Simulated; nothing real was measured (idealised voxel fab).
process module | voxel capacitor over wiring
Pictured: cross-section cut, 265 nm wide, on a grid of 5 nm square cells.
Bands, listed from the top down, are how a cross-section gets written in this document; the cross-section itself is a grid of square cells, and a band is one or more rows of them.
For a band, the entry starts with two heights in nm, that of the top and then that of the bottom, and carries on with the band's materials in order from left to right, each alongside its width in nm; the word "all across" beside a single material means it fills the band edge to edge, and "blank" means empty space.
Ref level 0: as-received wafer is one material below here. Bottom band extends down with no lower bound ("top 0, no bottom").
Per-row width for "30..40": begins at first number (top row of band), ends at second number (bottom row), increment between rows held constant.
Take "nothing different" at face value: in the step it is given for, the cross-section changed in none of its cells.
For the entry "Fully closed voids", the listed items are empty spaces with no open way to the top whose size is 8 cells or more; each item follows the pattern width x height at distance, where distance is from the left edge and all three are in nm.
On a step's line, text after the settings is the simulator commenting on that step.
overlay nm: how far to the right of its planned place the mask lay on this masked step (negative: to the left).

# Below is the list of planned process steps
step 1: RECEIVE [material Si]
step 2: CONFORMAL_DEP [material SiO2] [thk nm 15]
step 3: CONFORMAL_DEP [material SiN] [thk nm 5]
step 4: DIRECTIONAL_DEP [material SiO2] [thk nm 25]
step 5: MASKED_ETCH [tone open] [mask id METAL_1] [width nm 20] [pitch nm 90] [etch materials SiO2] [depth nm 25] [overlay nm 0]
step 6: MASKED_ETCH [tone open] [mask id METAL_1] [width nm 30] [pitch nm 90] [etch materials SiN] [depth nm 5] [overlay nm 0]
step 7: CONFORMAL_DEP [material TiN] [thk nm 5]
step 8: FILL_DEP [material Cu] [thk nm 10]
step 9: CMP [height nm 45]
step 10: CONFORMAL_DEP [material SiCN] [thk nm 5]
step 11: DIRECTIONAL_DEP [material SiO2] [thk nm 15]
step 12: PATTERN [tone open] [mask id PLUG_1] [material resist] [width nm 15] [thk nm 15] [overlay nm 0]
step 13: DIRECTIONAL_ETCH [etch materials SiO2] [depth nm 15]
step 14: DIRECTIONAL_ETCH [etch materials SiCN] [depth nm 5]
step 15: STRIP [etch materials resist]
step 16: EPI [material Ru] [thk nm 10]
step 17: EPI [material Ru] [thk nm 10]
step 18: DIRECTIONAL_DEP [material TiN] [thk nm 5]
step 19: DIRECTIONAL_DEP [material HfO2] [thk nm 5]
step 20: DIRECTIONAL_DEP [material TiN] [thk nm 10]
step 21: PATTERN [tone cover] [mask id UPPER_PLATE] [material resist] [width nm 65] [thk nm 15] [overlay nm 0]
step 22: DIRECTIONAL_ETCH [etch materials TiN] [depth nm 10]
step 23: DIRECTIONAL_ETCH [etch materials HfO2] [depth nm 5]
step 24: STRIP [etch materials resist]
step 25: PATTERN [tone cover] [mask id LOWER_PLATE] [material resist] [width nm 75] [thk nm 15] [overlay nm 0]
step 26: DIRECTIONAL_ETCH [etch materials TiN] [depth nm 5]
step 27: STRIP [etch materials resist]
step 28: FILL_DEP [material SiO2] [thk nm 15]
step 29: CMP [height nm 95]
step 30: PATTERN [tone open] [mask id PLUG_2] [material resist] [width nm 15] [thk nm 20] [overlay nm 0]
step 31: DIRECTIONAL_ETCH [etch materials SiO2] [depth nm 10]
step 32: STRIP [etch materials resist]
step 33: CONFORMAL_DEP [material TiN] [thk nm 5]
step 34: FILL_DEP [material Cu] [thk nm 10]
step 35: CMP [height nm 95]
step 36: CONFORMAL_DEP [material SiN] [thk nm 5]
Wafers differ in width nm at step 5; plan lists the first wafer's value; identical starting state.

# Received wafers, first of several: cross-section after step 1
  top 0, no bottom = Si all across
  Fully closed voids: none

# Cross-section after step 36, the final step of the module, for the first of several wafers
  top 100, bottom 95 = SiN all across
  top 95, bottom 90 = SiO2: 95 / TiN: 5 / Cu: 5 / TiN: 5 / SiO2: 155
  top 90, bottom 85 = SiO2: 95 / TiN: 15 / SiO2: 155
  top 85, bottom 75 = SiO2: 85 / TiN: 65 / SiO2: 115
  top 75, bottom 70 = SiO2: 85 / HfO2: 65 / SiO2: 115
  top 70, bottom 65 = SiO2: 80 / TiN: 75 / SiO2: 110
  top 65, bottom 50 = SiO2: 85 / Ru: 15 / SiO2: 165
  top 50, bottom 45 = SiCN: 85 / Ru: 15 / SiCN: 165
  top 45, bottom 20 = SiO2: 75 / TiN: 5 / Cu: 10 / TiN: 5 / SiO2: 70 / TiN: 5 / Cu: 10 / TiN: 5 / SiO2: 80
  top 20, bottom 15 = SiN: 75 / TiN: 20 / SiN: 70 / TiN: 20 / SiN: 80
  top 15, bottom 0 = SiO2 all across
  top 0, no bottom = Si all across
  Fully closed voids: none

# Wafer cross-section (last wafer, module end)
  top 100, bottom 95 = SiN all across
  top 95, bottom 90 = SiO2: 95 / TiN: 5 / Cu: 5 / TiN: 5 / SiO2: 155
  top 90, bottom 85 = SiO2: 95 / TiN: 15 / SiO2: 155
  top 85, bottom 75 = SiO2: 85 / TiN: 65 / SiO2: 115
  top 75, bottom 70 = SiO2: 85 / HfO2: 65 / SiO2: 115
  top 70, bottom 65 = SiO2: 80 / TiN: 75 / SiO2: 110
  top 65, bottom 50 = SiO2: 85 / Ru: 15 / SiO2: 165
  top 50, bottom 45 = SiCN: 85 / Ru: 15 / SiCN: 165
  top 45, bottom 25 = SiO2: 65 / TiN: 5 / Cu: 35 / TiN: 5 / SiO2: 45 / TiN: 5 / Cu: 35 / TiN: 5 / SiO2: 65
  top 25, bottom 20 = SiO2: 65 / TiN: 10 / Cu: 20 / TiN: 15 / SiO2: 45 / TiN: 10 / Cu: 20 / TiN: 15 / SiO2: 65
  top 20, bottom 15 = SiN: 70 / TiN: 30 / SiN: 60 / TiN: 30 / SiN: 75
  top 15, bottom 0 = SiO2 all across
  top 0, no bottom = Si all across
  Fully closed voids: none

# For your reference, the table is organized with a row per wafer; each row reflects the wafer at the end of the module, indicating for each material the cells gained (+) or lost (-) since receipt, and thereafter its closed voids
width nm 20, +21 Cu, +13 HfO2, +12 Ru, +50 SiCN, +98 SiN, +792 SiO2, +74 TiN, Fully closed voids: none
width nm 25, +31 Cu, +13 HfO2, +12 Ru, +50 SiCN, +96 SiN, +782 SiO2, +76 TiN, Fully closed voids: none
width nm 30, +41 Cu, +13 HfO2, +12 Ru, +50 SiCN, +94 SiN, +772 SiO2, +78 TiN, Fully closed voids: none
width nm 35, +49 Cu, +13 HfO2, +12 Ru, +50 SiCN, +94 SiN, +762 SiO2, +80 TiN, Fully closed voids: none
width nm 40, +57 Cu, +13 HfO2, +12 Ru, +50 SiCN, +94 SiN, +752 SiO2, +82 TiN, Fully closed voids: none
width nm 45, +65 Cu, +13 HfO2, +12 Ru, +50 SiCN, +94 SiN, +742 SiO2, +84 TiN, Fully closed voids: none
